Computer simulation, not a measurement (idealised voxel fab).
Herein follows the process module entitled voxel self aligned contacts.
We display cut, a cross-section 295 nm in width whose square cells are each 5 nm.
Cross-section format: a grid of square cells, given as bands from top to bottom; each band is one or more rows of cells.
The band entry comprises the height of the band's top followed by the height of its bottom, expressed in nm, and subsequently the band's materials from left to right, each stated together with its width in nm. Where a single material is marked with the word "edge to edge", that material fills the band from edge to edge. The word "empty" represents empty space.
Note: height 0 marks the level under which the wafer is uniformly one material as received. Lowest band unbounded below, written "top 0, no bottom".
A width such as "30->40" changes by the same amount from each row of cells to the next, from the band's top row to its bottom row.
Step marked "nothing different"? Then no cell in the cross-section changed in it.
Voids not open to the top, 8 cells minimum: see "Trapped cavities". Written width x height at distance; distance is from the left edge; nm.
Note: text after step settings on the step line = simulator remark on that step.
"overlay nm", when on a step's line for a step with a mask, measures how far to the right of its planned place the mask lay; a negative measure means to the left.
Here's what the planned process steps look like
1 RECEIVE,material Si
2 OXIDIZE,depth nm 5
3 DIRECTIONAL_DEP,material polySi,thk nm 30
4 DIRECTIONAL_DEP,material SiN,thk nm 20
5 DIRECTIONAL_DEP,material aC,thk nm 10
6 PATTERN,tone cover,mask id GATE,material resist,width nm 25,pitch nm 50,thk nm 25,overlay nm 0
7 DIRECTIONAL_ETCH,etch materials aC,depth nm 10
8 STRIP,etch materials resist
9 DIRECTIONAL_ETCH,etch materials SiN,depth nm 20
10 DIRECTIONAL_ETCH,etch materials polySi,depth nm 30
11 STRIP,etch materials aC
12 CONFORMAL_DEP,material SiN,thk nm 5
13 DIRECTIONAL_ETCH,etch materials SiN,depth nm 5
14 FILL_DEP,material SiO2,thk nm 15
15 CMP,height nm 60
16 DIRECTIONAL_DEP,material aC,thk nm 15
17 PATTERN,tone open,mask id CONTACT,material resist,width nm 35,pitch nm 50,thk nm 30,overlay nm 0
18 DIRECTIONAL_ETCH,etch materials aC,depth nm 15
19 STRIP,etch materials resist
20 DIRECTIONAL_ETCH,etch materials SiO2,depth nm 65
21 STRIP,etch materials aC
22 CONFORMAL_DEP,material TiN,thk nm 5
23 FILL_DEP,material Ru,thk nm 5
24 CMP,height nm 60
25 CONFORMAL_DEP,material SiN,thk nm 5
Cross-sectional view of the wafer in its as-received condition, corresponding to the state after step 1
    top 0, no bottom | Si edge to edge
    Trapped cavities: none
Wafer at module end, in section. Began as above, planned as above, run with one mistake
    top 65, bottom 60 | SiN edge to edge
    top 60, bottom 50 | SiO2 105 nm, then TiN 5->10 nm, then Ru 25->15 nm, then TiN 5->10 nm, then SiO2 15 nm, then TiN 5->10 nm, then Ru 25->15 nm, then TiN 5->10 nm, then SiO2 105 nm
    top 50, bottom 30 | SiO2 85 nm, then SiN 25 nm, then TiN 5 nm, then Ru 15 nm, then TiN 5 nm, then SiN 25 nm, then TiN 5 nm, then Ru 15 nm, then TiN 5 nm, then SiN 25 nm, then SiO2 85 nm
    top 30, bottom 0 | SiO2 85 nm, then polySi 25 nm, then TiN 5 nm, then Ru 15 nm, then TiN 5 nm, then polySi 25 nm, then TiN 5 nm, then Ru 15 nm, then TiN 5 nm, then polySi 25 nm, then SiO2 85 nm
    top 0, bottom -5 | SiO2 110 nm, then TiN 25 nm, then SiO2 25 nm, then TiN 25 nm, then SiO2 110 nm
    top -5, no bottom | Si edge to edge
    Trapped cavities: none
Where did the run depart from the plan? note that step 12 departed from the planned setting and was carried out as CONFORMAL_DEP,material SiO2,thk nm 5
